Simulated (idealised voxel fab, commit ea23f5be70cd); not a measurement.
You're looking at the process module voxel released beams.
The figure presents cross-section cut, which has a width of 290 nm and is divided into square cells with an edge length of 5 nm.
Cross-section spec: square-cell grid; bands listed top down; each band is one or more rows.
The entry gives the band's vertical extent as a top height and a bottom height in nm, then its horizontal make-up as materials from left to right, each with a width in nm. "blank" stands for empty space; a single material marked "edge to edge" fills the band edge to edge.
Zero point of the height axis is 0; under it, received wafer = one material. Lowest band: continues down indefinitely, "0..down".
A width such as "30->40" changes by the same amount from each row of cells to the next, from the band's top row to its bottom row.
It should be understood that the words "remained unchanged", when stated for a given step, signify that the cross-section underwent no change in any of its cells during that step.
Listed in "Unvented cavities": every empty space of 8 or more cells without an open way to the top. Form: width x height at distance, the distance being from the left edge, all in nm.
Heads up: the bit after the settings on a step's line is the simulator's remark on that step.
When a step includes a mask, the "overlay nm" setting on its line states how far to the right of its planned place that mask lay, and negative values state how far to the left.

BELOW IS THE LIST OF PLANNED PROCESS STEPS
- 1: RECEIVE, material Si
- 2: CONFORMAL_DEP, material Al2O3, thk nm 5
- 3: DIRECTIONAL_DEP, material SiO2, thk nm 10
- 4: PATTERN, tone open, mask id ANCHOR, material resist, width nm 35, thk nm 20, overlay nm 0
- 5: DIRECTIONAL_ETCH, etch materials SiO2, depth nm 10
- 6: STRIP, etch materials resist
- 7: CONFORMAL_DEP, material SiN, thk nm 10
- 8: PATTERN, tone cover, mask id BEAM, material resist, width nm 90, thk nm 20, overlay nm 0
- 9: DIRECTIONAL_ETCH, etch materials SiN, depth nm 10
- 10: STRIP, etch materials resist
- 11: STRIP, etch materials SiO2

WAFER AT RECEIPT (POST STEP 1), CROSS-SECTION
  0..down = Si edge to edge
  Unvented cavities: none

FINAL WAFER PROFILE IN CROSS-SECTION AFTER THE MODULE, FROM THE SAME START AND PLAN AS ABOVE, WITH ONE MISTAKE MADE DURING PROCESSING
  25..15 = blank=95  SiN=90  blank=105
  15..10 = Al2O3 edge to edge
  10..0 = SiO2 edge to edge
  0..down = Si edge to edge
  Unvented cavities: none
Error vs. plan: steps 2 and 3 traded places in the executed sequence
